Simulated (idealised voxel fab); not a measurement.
process module | voxel self aligned contacts
cross-section cut | 300 nm wide | cells 5 nm
A cross-section is a grid of square cells, given in bands from the top down. A band is one or more rows of cells.
Each band's line starts with the height of the band's top and of its bottom, in nm. Then come its materials from left to right, each with its width in nm. One material with "throughout" fills the band from edge to edge. "air" is empty space.
Height 0 is the level under which the wafer as received is all one material. The lowest band goes on downwards, as in "0 down".
A width such as "30 to 40" changes by the same amount from each row of cells to the next, from the band's top row to its bottom row.
"no change" after a step means that no cell of the cross-section changed.
closed voids: empty space of 8 cells or more with no open way to the top, each as width x height at its distance from the left edge, in nm
after a step's settings: what the simulator itself notes on the step
overlay nm, on a step with a mask: how far to the right of its planned place the mask lay; to the left if negative
Each pair below shows a cross-section before one step and the cross-section after it, down to the lowest band that changed. The line under each pair gives the step between them, with its settings. The pairs can come from different runs of this module on the same starting wafer, so a pair continues from the pair above only where its "before" says so.
before
  0 down: Si throughout
  closed voids: none
after
  5 to 0: SiO2 throughout
  below 0: unchanged
  closed voids: none
the step between: op CONFORMAL_DEP | material SiO2 | thk nm 5
before: the cross-section after the pair above
after
  30 to 5: polySi throughout
  below 5: unchanged
  closed voids: none
the step between: op DIRECTIONAL_DEP | material polySi | thk nm 25
before: the cross-section after the pair above
after
  50 to 30: SiN throughout
  below 30: unchanged
  closed voids: none
the step between: op DIRECTIONAL_DEP | material SiN | thk nm 20
before: the cross-section after the pair above
after
  60 to 50: aC throughout
  below 50: unchanged
  closed voids: none
the step between: op DIRECTIONAL_DEP | material aC | thk nm 10
before: the cross-section after the pair above
after
  90 to 60: air 80 | resist 25 | air 30 | resist 25 | air 30 | resist 25 | air 85
  below 60: unchanged
  closed voids: none
the step between: op PATTERN | tone cover | mask id GATE | material resist | width nm 25 | pitch nm 55 | thk nm 30 | overlay nm 0
before: the cross-section after the pair above
after
  80 to 60: air 80 | resist 25 | air 30 | resist 25 | air 30 | resist 25 | air 85
  60 to 50: air 80 | aC 25 | air 30 | aC 25 | air 30 | aC 25 | air 85
  below 50: unchanged
  closed voids: none
the step between: op DIRECTIONAL_ETCH | etch materials aC | depth nm 10
before: the cross-section after the pair above
after
  60 to 50: air 80 | aC 25 | air 30 | aC 25 | air 30 | aC 25 | air 85
  below 50: unchanged
  closed voids: none
the step between: op STRIP | etch materials resist
before: the cross-section after the pair above
after
  60 to 50: air 80 | aC 25 | air 30 | aC 25 | air 30 | aC 25 | air 85
  50 to 30: air 80 | SiN 25 | air 30 | SiN 25 | air 30 | SiN 25 | air 85
  below 30: unchanged
  closed voids: none
the step between: op DIRECTIONAL_ETCH | etch materials SiN | depth nm 20
before: the cross-section after the pair above
after
  60 to 50: air 80 | aC 25 | air 30 | aC 25 | air 30 | aC 25 | air 85
  50 to 30: air 80 | SiN 25 | air 30 | SiN 25 | air 30 | SiN 25 | air 85
  30 to 5: air 80 | polySi 25 | air 30 | polySi 25 | air 30 | polySi 25 | air 85
  below 5: unchanged
  closed voids: none
the step between: op DIRECTIONAL_ETCH | etch materials polySi | depth nm 25
before: the cross-section after the pair above
after
  50 to 30: air 80 | SiN 25 | air 30 | SiN 25 | air 30 | SiN 25 | air 85
  below 30: unchanged
  closed voids: none
the step between: op STRIP | etch materials aC
before: the cross-section after the pair above
after
  55 to 30: air 75 | SiN 35 | air 20 | SiN 35 | air 20 | SiN 35 | air 80
  30 to 10: air 75 | SiN 5 | polySi 25 | SiN 5 | air 20 | SiN 5 | polySi 25 | SiN 5 | air 20 | SiN 5 | polySi 25 | SiN 5 | air 80
  10 to 5: SiN 80 | polySi 25 | SiN 30 | polySi 25 | SiN 30 | polySi 25 | SiN 85
  below 5: unchanged
  closed voids: none
the step between: op CONFORMAL_DEP | material SiN | thk nm 5
before: the cross-section after the pair above
after
  50 to 30: air 75 | SiN 35 | air 20 | SiN 35 | air 20 | SiN 35 | air 80
  30 to 5: air 75 | SiN 5 | polySi 25 | SiN 5 | air 20 | SiN 5 | polySi 25 | SiN 5 | air 20 | SiN 5 | polySi 25 | SiN 5 | air 80
  below 5: unchanged
  closed voids: none
the step between: op DIRECTIONAL_ETCH | etch materials SiN | depth nm 5
before: the cross-section after the pair above
after
  60 to 50: SiO2 throughout
  50 to 30: SiO2 75 | SiN 35 | SiO2 20 | SiN 35 | SiO2 20 | SiN 35 | SiO2 80
  30 to 5: SiO2 75 | SiN 5 | polySi 25 | SiN 5 | SiO2 20 | SiN 5 | polySi 25 | SiN 5 | SiO2 20 | SiN 5 | polySi 25 | SiN 5 | SiO2 80
  below 5: unchanged
  closed voids: none
the step between: op FILL_DEP | material SiO2 | thk nm 10
before: the cross-section after the pair above
after
  55 to 50: SiO2 throughout
  below 50: unchanged
  closed voids: none
the step between: op CMP | height nm 55
before: the cross-section after the pair above
after
  55 to 50: SiO2 100 | air 40 | SiO2 15 | air 40 | SiO2 105
  50 to 30: SiO2 75 | SiN 35 | air 20 | SiN 35 | air 20 | SiN 35 | SiO2 80
  30 to 5: SiO2 75 | SiN 5 | polySi 25 | SiN 5 | air 20 | SiN 5 | polySi 25 | SiN 5 | air 20 | SiN 5 | polySi 25 | SiN 5 | SiO2 80
  5 to 0: SiO2 110 | air 20 | SiO2 35 | air 20 | SiO2 115
  below 0: unchanged
  closed voids: none
the step between: op MASKED_ETCH | tone open | mask id CONTACT | width nm 40 | pitch nm 55 | etch materials SiO2 | depth nm 55 | overlay nm 0
before: the cross-section after the pair above
after
  60 to 55: TiN 105 | air 30 | TiN 25 | air 30 | TiN 110
  55 to 50: SiO2 100 | TiN 15 | air 10 | TiN 15 | SiO2 15 | TiN 15 | air 10 | TiN 15 | SiO2 105
  50 to 30: SiO2 75 | SiN 35 | TiN 5 | air 10 | TiN 5 | SiN 35 | TiN 5 | air 10 | TiN 5 | SiN 35 | SiO2 80
  30 to 5: SiO2 75 | SiN 5 | polySi 25 | SiN 5 | TiN 5 | air 10 | TiN 5 | SiN 5 | polySi 25 | SiN 5 | TiN 5 | air 10 | TiN 5 | SiN 5 | polySi 25 | SiN 5 | SiO2 80
  5 to 0: SiO2 110 | TiN 20 | SiO2 35 | TiN 20 | SiO2 115
  below 0: unchanged
  closed voids: none
the step between: op CONFORMAL_DEP | material TiN | thk nm 5
before: the cross-section after the pair above
after
  65 to 60: W throughout
  60 to 55: TiN 105 | W 30 | TiN 25 | W 30 | TiN 110
  55 to 50: SiO2 100 | TiN 15 | W 10 | TiN 15 | SiO2 15 | TiN 15 | W 10 | TiN 15 | SiO2 105
  50 to 30: SiO2 75 | SiN 35 | TiN 5 | W 10 | TiN 5 | SiN 35 | TiN 5 | W 10 | TiN 5 | SiN 35 | SiO2 80
  30 to 5: SiO2 75 | SiN 5 | polySi 25 | SiN 5 | TiN 5 | W 10 | TiN 5 | SiN 5 | polySi 25 | SiN 5 | TiN 5 | W 10 | TiN 5 | SiN 5 | polySi 25 | SiN 5 | SiO2 80
  below 5: unchanged
  closed voids: none
the step between: op FILL_DEP | material W | thk nm 5
before: the cross-section after the pair above
after
  55 to 50: SiO2 100 | TiN 15 | W 10 | TiN 15 | SiO2 15 | TiN 15 | W 10 | TiN 15 | SiO2 105
  below 50: unchanged
  closed voids: none
the step between: op CMP | height nm 55
before: the cross-section after the pair above
after
  60 to 55: SiCN throughout
  below 55: unchanged
  closed voids: none
the step between: op CONFORMAL_DEP | material SiCN | thk nm 5
before
  50 to 30: air 80 | SiN 25 | air 30 | SiN 25 | air 30 | SiN 25 | air 85
  30 to 5: air 80 | polySi 25 | air 30 | polySi 25 | air 30 | polySi 25 | air 85
  5 to 0: SiO2 throughout
  0 down: Si throughout
  closed voids: none
after
  45 to 30: air 80 | SiN 25 | air 30 | SiN 25 | air 30 | SiN 25 | air 85
  below 30: unchanged
  closed voids: none
the step between: op DIRECTIONAL_ETCH | etch materials SiN | depth nm 5
before: the cross-section after the pair above
after
  55 to 45: SiO2 throughout
  45 to 30: SiO2 80 | SiN 25 | SiO2 30 | SiN 25 | SiO2 30 | SiN 25 | SiO2 85
  30 to 5: SiO2 80 | polySi 25 | SiO2 30 | polySi 25 | SiO2 30 | polySi 25 | SiO2 85
  below 5: unchanged
  closed voids: none
the step between: op FILL_DEP | material SiO2 | thk nm 10
before: the cross-section after the pair above
after
  55 to 45: SiO2 100 | air 40 | SiO2 15 | air 40 | SiO2 105
  45 to 30: SiO2 80 | SiN 25 | air 30 | SiN 25 | air 30 | SiN 25 | SiO2 85
  30 to 5: SiO2 80 | polySi 25 | air 30 | polySi 25 | air 30 | polySi 25 | SiO2 85
  5 to 0: SiO2 105 | air 30 | SiO2 25 | air 30 | SiO2 110
  below 0: unchanged
  closed voids: none
the step between: op MASKED_ETCH | tone open | mask id CONTACT | width nm 40 | pitch nm 55 | etch materials SiO2 | depth nm 55 | overlay nm 0
before: the cross-section after the pair above
after
  60 to 55: TiN 105 | air 30 | TiN 25 | air 30 | TiN 110
  55 to 45: SiO2 100 | TiN 5 to 10 | air 30 to 20 | TiN 5 to 10 | SiO2 15 | TiN 5 to 10 | air 30 to 20 | TiN 5 to 10 | SiO2 105
  45 to 30: SiO2 80 | SiN 25 | TiN 5 | air 20 | TiN 5 | SiN 25 | TiN 5 | air 20 | TiN 5 | SiN 25 | SiO2 85
  30 to 5: SiO2 80 | polySi 25 | TiN 5 | air 20 | TiN 5 | polySi 25 | TiN 5 | air 20 | TiN 5 | polySi 25 | SiO2 85
  5 to 0: SiO2 105 | TiN 30 | SiO2 25 | TiN 30 | SiO2 110
  below 0: unchanged
  closed voids: none
the step between: op CONFORMAL_DEP | material TiN | thk nm 5
before: the cross-section after the pair above
after
  65 to 60: W throughout
  60 to 55: TiN 105 | W 30 | TiN 25 | W 30 | TiN 110
  55 to 45: SiO2 100 | TiN 5 to 10 | W 30 to 20 | TiN 5 to 10 | SiO2 15 | TiN 5 to 10 | W 30 to 20 | TiN 5 to 10 | SiO2 105
  45 to 30: SiO2 80 | SiN 25 | TiN 5 | W 20 | TiN 5 | SiN 25 | TiN 5 | W 20 | TiN 5 | SiN 25 | SiO2 85
  30 to 5: SiO2 80 | polySi 25 | TiN 5 | W 20 | TiN 5 | polySi 25 | TiN 5 | W 20 | TiN 5 | polySi 25 | SiO2 85
  below 5: unchanged
  closed voids: none
the step between: op FILL_DEP | material W | thk nm 5
before: the cross-section after the pair above
after
  55 to 45: SiO2 100 | TiN 5 to 10 | W 30 to 20 | TiN 5 to 10 | SiO2 15 | TiN 5 to 10 | W 30 to 20 | TiN 5 to 10 | SiO2 105
  below 45: unchanged
  closed voids: none
the step between: op CMP | height nm 55
before: the cross-section after the pair above
after
  60 to 55: SiCN throughout
  below 55: unchanged
  closed voids: none
the step between: op CONFORMAL_DEP | material SiCN | thk nm 5
before
  30 to 5: polySi throughout
  5 to 0: SiO2 throughout
  0 down: Si throughout
  closed voids: none
after
  55 to 5: polySi throughout
  below 5: unchanged
  closed voids: none
the step between: op DIRECTIONAL_DEP | material polySi | thk nm 25
before: the cross-section after the pair above
after
  75 to 55: SiN throughout
  below 55: unchanged
  closed voids: none
the step between: op DIRECTIONAL_DEP | material SiN | thk nm 20
before: the cross-section after the pair above
after
  85 to 75: aC throughout
  below 75: unchanged
  closed voids: none
the step between: op DIRECTIONAL_DEP | material aC | thk nm 10
before: the cross-section after the pair above
after
  115 to 85: air 80 | resist 25 | air 30 | resist 25 | air 30 | resist 25 | air 85
  below 85: unchanged
  closed voids: none
the step between: op PATTERN | tone cover | mask id GATE | material resist | width nm 25 | pitch nm 55 | thk nm 30 | overlay nm 0
before: the cross-section after the pair above
after
  105 to 85: air 80 | resist 25 | air 30 | resist 25 | air 30 | resist 25 | air 85
  85 to 75: air 80 | aC 25 | air 30 | aC 25 | air 30 | aC 25 | air 85
  below 75: unchanged
  closed voids: none
the step between: op DIRECTIONAL_ETCH | etch materials aC | depth nm 10
before: the cross-section after the pair above
after
  85 to 75: air 80 | aC 25 | air 30 | aC 25 | air 30 | aC 25 | air 85
  below 75: unchanged
  closed voids: none
the step between: op STRIP | etch materials resist
before: the cross-section after the pair above
after
  85 to 75: air 80 | aC 25 | air 30 | aC 25 | air 30 | aC 25 | air 85
  75 to 55: air 80 | SiN 25 | air 30 | SiN 25 | air 30 | SiN 25 | air 85
  below 55: unchanged
  closed voids: none
the step between: op DIRECTIONAL_ETCH | etch materials SiN | depth nm 20
before: the cross-section after the pair above
after
  85 to 75: air 80 | aC 25 | air 30 | aC 25 | air 30 | aC 25 | air 85
  75 to 55: air 80 | SiN 25 | air 30 | SiN 25 | air 30 | SiN 25 | air 85
  55 to 30: air 80 | polySi 25 | air 30 | polySi 25 | air 30 | polySi 25 | air 85
  below 30: unchanged
  closed voids: none
the step between: op DIRECTIONAL_ETCH | etch materials polySi | depth nm 25
before: the cross-section after the pair above
after
  75 to 55: air 80 | SiN 25 | air 30 | SiN 25 | air 30 | SiN 25 | air 85
  below 55: unchanged
  closed voids: none
the step between: op STRIP | etch materials aC
before: the cross-section after the pair above
after
  80 to 55: air 75 | SiN 35 | air 20 | SiN 35 | air 20 | SiN 35 | air 80
  55 to 35: air 75 | SiN 5 | polySi 25 | SiN 5 | air 20 | SiN 5 | polySi 25 | SiN 5 | air 20 | SiN 5 | polySi 25 | SiN 5 | air 80
  35 to 30: SiN 80 | polySi 25 | SiN 30 | polySi 25 | SiN 30 | polySi 25 | SiN 85
  below 30: unchanged
  closed voids: none
the step between: op CONFORMAL_DEP | material SiN | thk nm 5
before: the cross-section after the pair above
after
  75 to 55: air 75 | SiN 35 | air 20 | SiN 35 | air 20 | SiN 35 | air 80
  55 to 30: air 75 | SiN 5 | polySi 25 | SiN 5 | air 20 | SiN 5 | polySi 25 | SiN 5 | air 20 | SiN 5 | polySi 25 | SiN 5 | air 80
  below 30: unchanged
  closed voids: none
the step between: op DIRECTIONAL_ETCH | etch materials SiN | depth nm 5
before: the cross-section after the pair above
after
  85 to 75: SiO2 throughout
  75 to 55: SiO2 75 | SiN 35 | SiO2 20 | SiN 35 | SiO2 20 | SiN 35 | SiO2 80
  55 to 30: SiO2 75 | SiN 5 | polySi 25 | SiN 5 | SiO2 20 | SiN 5 | polySi 25 | SiN 5 | SiO2 20 | SiN 5 | polySi 25 | SiN 5 | SiO2 80
  below 30: unchanged
  closed voids: none
the step between: op FILL_DEP | material SiO2 | thk nm 10
before: the cross-section after the pair above
after
  55 to 30: SiO2 75 | SiN 5 | polySi 25 | SiN 5 | SiO2 20 | SiN 5 | polySi 25 | SiN 5 | SiO2 20 | SiN 5 | polySi 25 | SiN 5 | SiO2 80
  below 30: unchanged
  closed voids: none
the step between: op CMP | height nm 55
before: the cross-section after the pair above
after
  55 to 30: SiO2 75 | SiN 5 | polySi 25 | SiN 5 | air 20 | SiN 5 | polySi 25 | SiN 5 | air 20 | SiN 5 | polySi 25 | SiN 5 | SiO2 80
  below 30: unchanged
  closed voids: none
the step between: op MASKED_ETCH | tone open | mask id CONTACT | width nm 40 | pitch nm 55 | etch materials SiO2 | depth nm 55 | overlay nm 0
before: the cross-section after the pair above
after
  60 to 55: TiN 115 | air 10 | TiN 45 | air 10 | TiN 120
  55 to 35: SiO2 75 | SiN 5 | polySi 25 | SiN 5 | TiN 5 | air 10 | TiN 5 | SiN 5 | polySi 25 | SiN 5 | TiN 5 | air 10 | TiN 5 | SiN 5 | polySi 25 | SiN 5 | SiO2 80
  35 to 30: SiO2 75 | SiN 5 | polySi 25 | SiN 5 | TiN 20 | SiN 5 | polySi 25 | SiN 5 | TiN 20 | SiN 5 | polySi 25 | SiN 5 | SiO2 80
  below 30: unchanged
  closed voids: none
the step between: op CONFORMAL_DEP | material TiN | thk nm 5
before: the cross-section after the pair above
after
  65 to 60: W throughout
  60 to 55: TiN 115 | W 10 | TiN 45 | W 10 | TiN 120
  55 to 35: SiO2 75 | SiN 5 | polySi 25 | SiN 5 | TiN 5 | W 10 | TiN 5 | SiN 5 | polySi 25 | SiN 5 | TiN 5 | W 10 | TiN 5 | SiN 5 | polySi 25 | SiN 5 | SiO2 80
  below 35: unchanged
  closed voids: none
the step between: op FILL_DEP | material W | thk nm 5
before: the cross-section after the pair above
after
  55 to 35: SiO2 75 | SiN 5 | polySi 25 | SiN 5 | TiN 5 | W 10 | TiN 5 | SiN 5 | polySi 25 | SiN 5 | TiN 5 | W 10 | TiN 5 | SiN 5 | polySi 25 | SiN 5 | SiO2 80
  below 35: unchanged
  closed voids: none
the step between: op CMP | height nm 55
before: the cross-section after the pair above
after
  60 to 55: SiCN throughout
  below 55: unchanged
  closed voids: none
the step between: op CONFORMAL_DEP | material SiCN | thk nm 5
before
  5 to 0: SiO2 throughout
  0 down: Si throughout
  closed voids: none
after
  25 to 5: SiN throughout
  below 5: unchanged
  closed voids: none
the step between: op DIRECTIONAL_DEP | material SiN | thk nm 20
before: the cross-section after the pair above
after
  50 to 25: polySi throughout
  below 25: unchanged
  closed voids: none
the step between: op DIRECTIONAL_DEP | material polySi | thk nm 25
before: the cross-section after the pair above
after
  60 to 50: aC throughout
  below 50: unchanged
  closed voids: none
the step between: op DIRECTIONAL_DEP | material aC | thk nm 10
before: the cross-section after the pair above
after
  90 to 60: air 80 | resist 25 | air 30 | resist 25 | air 30 | resist 25 | air 85
  below 60: unchanged
  closed voids: none
the step between: op PATTERN | tone cover | mask id GATE | material resist | width nm 25 | pitch nm 55 | thk nm 30 | overlay nm 0
before: the cross-section after the pair above
after
  80 to 60: air 80 | resist 25 | air 30 | resist 25 | air 30 | resist 25 | air 85
  60 to 50: air 80 | aC 25 | air 30 | aC 25 | air 30 | aC 25 | air 85
  below 50: unchanged
  closed voids: none
the step between: op DIRECTIONAL_ETCH | etch materials aC | depth nm 10
before: the cross-section after the pair above
after
  60 to 50: air 80 | aC 25 | air 30 | aC 25 | air 30 | aC 25 | air 85
  below 50: unchanged
  closed voids: none
the step between: op STRIP | etch materials resist
before: the cross-section after the pair above
after
  60 to 50: air 80 | aC 25 | air 30 | aC 25 | air 30 | aC 25 | air 85
  50 to 25: air 80 | polySi 25 | air 30 | polySi 25 | air 30 | polySi 25 | air 85
  below 25: unchanged
  closed voids: none
the step between: op DIRECTIONAL_ETCH | etch materials polySi | depth nm 25
before: the cross-section after the pair above
after
  50 to 25: air 80 | polySi 25 | air 30 | polySi 25 | air 30 | polySi 25 | air 85
  below 25: unchanged
  closed voids: none
the step between: op STRIP | etch materials aC
before: the cross-section after the pair above
after
  55 to 50: air 75 | SiN 35 | air 20 | SiN 35 | air 20 | SiN 35 | air 80
  50 to 30: air 75 | SiN 5 | polySi 25 | SiN 5 | air 20 | SiN 5 | polySi 25 | SiN 5 | air 20 | SiN 5 | polySi 25 | SiN 5 | air 80
  30 to 25: SiN 80 | polySi 25 | SiN 30 | polySi 25 | SiN 30 | polySi 25 | SiN 85
  below 25: unchanged
  closed voids: none
the step between: op CONFORMAL_DEP | material SiN | thk nm 5
before: the cross-section after the pair above
after
  50 to 25: air 75 | SiN 5 | polySi 25 | SiN 5 | air 20 | SiN 5 | polySi 25 | SiN 5 | air 20 | SiN 5 | polySi 25 | SiN 5 | air 80
  below 25: unchanged
  closed voids: none
the step between: op DIRECTIONAL_ETCH | etch materials SiN | depth nm 5
before: the cross-section after the pair above
after
  60 to 50: SiO2 throughout
  50 to 25: SiO2 75 | SiN 5 | polySi 25 | SiN 5 | SiO2 20 | SiN 5 | polySi 25 | SiN 5 | SiO2 20 | SiN 5 | polySi 25 | SiN 5 | SiO2 80
  below 25: unchanged
  closed voids: none
the step between: op FILL_DEP | material SiO2 | thk nm 10
before: the cross-section after the pair above
after
  55 to 50: SiO2 throughout
  below 50: unchanged
  closed voids: none
the step between: op CMP | height nm 55
before: the cross-section after the pair above
after
  55 to 50: SiO2 100 | air 40 | SiO2 15 | air 40 | SiO2 105
  50 to 25: SiO2 75 | SiN 5 | polySi 25 | SiN 5 | air 20 | SiN 5 | polySi 25 | SiN 5 | air 20 | SiN 5 | polySi 25 | SiN 5 | SiO2 80
  below 25: unchanged
  closed voids: none
the step between: op MASKED_ETCH | tone open | mask id CONTACT | width nm 40 | pitch nm 55 | etch materials SiO2 | depth nm 55 | overlay nm 0
before: the cross-section after the pair above
after
  60 to 55: TiN 105 | air 30 | TiN 25 | air 30 | TiN 110
  55 to 50: SiO2 100 | TiN 15 | air 10 | TiN 15 | SiO2 15 | TiN 15 | air 10 | TiN 15 | SiO2 105
  50 to 30: SiO2 75 | SiN 5 | polySi 25 | SiN 5 | TiN 5 | air 10 | TiN 5 | SiN 5 | polySi 25 | SiN 5 | TiN 5 | air 10 | TiN 5 | SiN 5 | polySi 25 | SiN 5 | SiO2 80
  30 to 25: SiO2 75 | SiN 5 | polySi 25 | SiN 5 | TiN 20 | SiN 5 | polySi 25 | SiN 5 | TiN 20 | SiN 5 | polySi 25 | SiN 5 | SiO2 80
  below 25: unchanged
  closed voids: none
the step between: op CONFORMAL_DEP | material TiN | thk nm 5
before: the cross-section after the pair above
after
  65 to 60: W throughout
  60 to 55: TiN 105 | W 30 | TiN 25 | W 30 | TiN 110
  55 to 50: SiO2 100 | TiN 15 | W 10 | TiN 15 | SiO2 15 | TiN 15 | W 10 | TiN 15 | SiO2 105
  50 to 30: SiO2 75 | SiN 5 | polySi 25 | SiN 5 | TiN 5 | W 10 | TiN 5 | SiN 5 | polySi 25 | SiN 5 | TiN 5 | W 10 | TiN 5 | SiN 5 | polySi 25 | SiN 5 | SiO2 80
  below 30: unchanged
  closed voids: none
the step between: op FILL_DEP | material W | thk nm 5
before: the cross-section after the pair above
after
  55 to 50: SiO2 100 | TiN 15 | W 10 | TiN 15 | SiO2 15 | TiN 15 | W 10 | TiN 15 | SiO2 105
  below 50: unchanged
  closed voids: none
the step between: op CMP | height nm 55
before: the cross-section after the pair above
after
  60 to 55: SiCN throughout
  below 55: unchanged
  closed voids: none
the step between: op CONFORMAL_DEP | material SiCN | thk nm 5
before
  50 to 30: air 80 | SiN 25 | air 30 | SiN 25 | air 30 | SiN 25 | air 85
  30 to 5: air 80 | polySi 25 | air 30 | polySi 25 | air 30 | polySi 25 | air 85
  5 to 0: SiO2 throughout
  0 down: Si throughout
  closed voids: none
after
  65 to 30: air 65 | SiN 165 | air 70
  30 to 20: air 65 | SiN 15 | polySi 25 | SiN 30 | polySi 25 | SiN 30 | polySi 25 | SiN 15 | air 70
  20 to 5: SiN 80 | polySi 25 | SiN 30 | polySi 25 | SiN 30 | polySi 25 | SiN 85
  below 5: unchanged
  closed voids: none
the step between: op CONFORMAL_DEP | material SiN | thk nm 15
before: the cross-section after the pair above
after
  60 to 30: air 65 | SiN 165 | air 70
  30 to 15: air 65 | SiN 15 | polySi 25 | SiN 30 | polySi 25 | SiN 30 | polySi 25 | SiN 15 | air 70
  below 15: unchanged
  closed voids: none
the step between: op DIRECTIONAL_ETCH | etch materials SiN | depth nm 5
before: the cross-section after the pair above
after
  70 to 60: SiO2 throughout
  60 to 30: SiO2 65 | SiN 165 | SiO2 70
  30 to 15: SiO2 65 | SiN 15 | polySi 25 | SiN 30 | polySi 25 | SiN 30 | polySi 25 | SiN 15 | SiO2 70
  below 15: unchanged
  closed voids: none
the step between: op FILL_DEP | material SiO2 | thk nm 10
before: the cross-section after the pair above
after
  55 to 30: SiO2 65 | SiN 165 | SiO2 70
  below 30: unchanged
  closed voids: none
the step between: op CMP | height nm 55
before: the cross-section after the pair above
after
  60 to 55: TiN throughout
  below 55: unchanged
  closed voids: none
the step between: op CONFORMAL_DEP | material TiN | thk nm 5
before: the cross-section after the pair above
after
  65 to 60: W throughout
  below 60: unchanged
  closed voids: none
the step between: op FILL_DEP | material W | thk nm 5
before: the cross-section after the pair above
after
  55 to 30: SiO2 65 | SiN 165 | SiO2 70
  below 30: unchanged
  closed voids: none
the step between: op CMP | height nm 55
before: the cross-section after the pair above
after
  60 to 55: SiCN throughout
  below 55: unchanged
  closed voids: none
the step between: op CONFORMAL_DEP | material SiCN | thk nm 5
before
  60 to 50: aC throughout
  50 to 30: SiN throughout
  30 to 5: polySi throughout
  5 to 0: SiO2 throughout
  0 down: Si throughout
  closed voids: none
after
  90 to 60: air 85 | resist 20 | air 35 | resist 20 | air 35 | resist 20 | air 85
  below 60: unchanged
  closed voids: none
the step between: op PATTERN | tone cover | mask id GATE | material resist | width nm 20 | pitch nm 55 | thk nm 30 | overlay nm 0
before: the cross-section after the pair above
after
  80 to 60: air 85 | resist 20 | air 35 | resist 20 | air 35 | resist 20 | air 85
  60 to 50: air 85 | aC 20 | air 35 | aC 20 | air 35 | aC 20 | air 85
  below 50: unchanged
  closed voids: none
the step between: op DIRECTIONAL_ETCH | etch materials aC | depth nm 10
before: the cross-section after the pair above
after
  60 to 50: air 85 | aC 20 | air 35 | aC 20 | air 35 | aC 20 | air 85
  below 50: unchanged
  closed voids: none
the step between: op STRIP | etch materials resist
before: the cross-section after the pair above
after
  60 to 50: air 85 | aC 20 | air 35 | aC 20 | air 35 | aC 20 | air 85
  50 to 30: air 85 | SiN 20 | air 35 | SiN 20 | air 35 | SiN 20 | air 85
  below 30: unchanged
  closed voids: none
the step between: op DIRECTIONAL_ETCH | etch materials SiN | depth nm 20
before: the cross-section after the pair above
after
  60 to 50: air 85 | aC 20 | air 35 | aC 20 | air 35 | aC 20 | air 85
  50 to 30: air 85 | SiN 20 | air 35 | SiN 20 | air 35 | SiN 20 | air 85
  30 to 5: air 85 | polySi 20 | air 35 | polySi 20 | air 35 | polySi 20 | air 85
  below 5: unchanged
  closed voids: none
the step between: op DIRECTIONAL_ETCH | etch materials polySi | depth nm 25
before: the cross-section after the pair above
after
  50 to 30: air 85 | SiN 20 | air 35 | SiN 20 | air 35 | SiN 20 | air 85
  below 30: unchanged
  closed voids: none
the step between: op STRIP | etch materials aC
before: the cross-section after the pair above
after
  55 to 30: air 80 | SiN 30 | air 25 | SiN 30 | air 25 | SiN 30 | air 80
  30 to 10: air 80 | SiN 5 | polySi 20 | SiN 5 | air 25 | SiN 5 | polySi 20 | SiN 5 | air 25 | SiN 5 | polySi 20 | SiN 5 | air 80
  10 to 5: SiN 85 | polySi 20 | SiN 35 | polySi 20 | SiN 35 | polySi 20 | SiN 85
  below 5: unchanged
  closed voids: none
the step between: op CONFORMAL_DEP | material SiN | thk nm 5
before: the cross-section after the pair above
after
  50 to 30: air 80 | SiN 30 | air 25 | SiN 30 | air 25 | SiN 30 | air 80
  30 to 5: air 80 | SiN 5 | polySi 20 | SiN 5 | air 25 | SiN 5 | polySi 20 | SiN 5 | air 25 | SiN 5 | polySi 20 | SiN 5 | air 80
  below 5: unchanged
  closed voids: none
the step between: op DIRECTIONAL_ETCH | etch materials SiN | depth nm 5
before: the cross-section after the pair above
after
  60 to 50: SiO2 throughout
  50 to 30: SiO2 80 | SiN 30 | SiO2 25 | SiN 30 | SiO2 25 | SiN 30 | SiO2 80
  30 to 5: SiO2 80 | SiN 5 | polySi 20 | SiN 5 | SiO2 25 | SiN 5 | polySi 20 | SiN 5 | SiO2 25 | SiN 5 | polySi 20 | SiN 5 | SiO2 80
  below 5: unchanged
  closed voids: none
the step between: op FILL_DEP | material SiO2 | thk nm 10
before: the cross-section after the pair above
after
  55 to 50: SiO2 throughout
  below 50: unchanged
  closed voids: none
the step between: op CMP | height nm 55
before: the cross-section after the pair above
after
  55 to 50: SiO2 100 | air 40 | SiO2 15 | air 40 | SiO2 105
  50 to 30: SiO2 80 | SiN 30 | air 25 | SiN 30 | air 25 | SiN 30 | SiO2 80
  30 to 5: SiO2 80 | SiN 5 | polySi 20 | SiN 5 | air 25 | SiN 5 | polySi 20 | SiN 5 | air 25 | SiN 5 | polySi 20 | SiN 5 | SiO2 80
  5 to 0: SiO2 110 | air 25 | SiO2 30 | air 25 | SiO2 110
  below 0: unchanged
  closed voids: none
the step between: op MASKED_ETCH | tone open | mask id CONTACT | width nm 40 | pitch nm 55 | etch materials SiO2 | depth nm 55 | overlay nm 0
before: the cross-section after the pair above
after
  60 to 55: TiN 105 | air 30 | TiN 25 | air 30 | TiN 110
  55 to 50: SiO2 100 | TiN 15 | air 15 | TiN 10 | SiO2 15 | TiN 15 | air 15 | TiN 10 | SiO2 105
  50 to 30: SiO2 80 | SiN 30 | TiN 5 | air 15 | TiN 5 | SiN 30 | TiN 5 | air 15 | TiN 5 | SiN 30 | SiO2 80
  30 to 5: SiO2 80 | SiN 5 | polySi 20 | SiN 5 | TiN 5 | air 15 | TiN 5 | SiN 5 | polySi 20 | SiN 5 | TiN 5 | air 15 | TiN 5 | SiN 5 | polySi 20 | SiN 5 | SiO2 80
  5 to 0: SiO2 110 | TiN 25 | SiO2 30 | TiN 25 | SiO2 110
  below 0: unchanged
  closed voids: none
the step between: op CONFORMAL_DEP | material TiN | thk nm 5
before: the cross-section after the pair above
after
  65 to 60: W throughout
  60 to 55: TiN 105 | W 30 | TiN 25 | W 30 | TiN 110
  55 to 50: SiO2 100 | TiN 15 | W 15 | TiN 10 | SiO2 15 | TiN 15 | W 15 | TiN 10 | SiO2 105
  50 to 30: SiO2 80 | SiN 30 | TiN 5 | W 15 | TiN 5 | SiN 30 | TiN 5 | W 15 | TiN 5 | SiN 30 | SiO2 80
  30 to 5: SiO2 80 | SiN 5 | polySi 20 | SiN 5 | TiN 5 | W 15 | TiN 5 | SiN 5 | polySi 20 | SiN 5 | TiN 5 | W 15 | TiN 5 | SiN 5 | polySi 20 | SiN 5 | SiO2 80
  below 5: unchanged
  closed voids: none
the step between: op FILL_DEP | material W | thk nm 5
before: the cross-section after the pair above
after
  55 to 50: SiO2 100 | TiN 15 | W 15 | TiN 10 | SiO2 15 | TiN 15 | W 15 | TiN 10 | SiO2 105
  below 50: unchanged
  closed voids: none
the step between: op CMP | height nm 55
before: the cross-section after the pair above
after
  60 to 55: SiCN throughout
  below 55: unchanged
  closed voids: none
the step between: op CONFORMAL_DEP | material SiCN | thk nm 5
before
  60 to 50: aC throughout
  50 to 30: SiN throughout
  30 to 5: polySi throughout
  5 to 0: SiO2 throughout
  0 down: Si throughout
  closed voids: none
after
  90 to 60: air 90 | resist 25 | air 30 | resist 25 | air 30 | resist 25 | air 75
  below 60: unchanged
  closed voids: none
the step between: op PATTERN | tone cover | mask id GATE | material resist | width nm 25 | pitch nm 55 | thk nm 30 | overlay nm 10
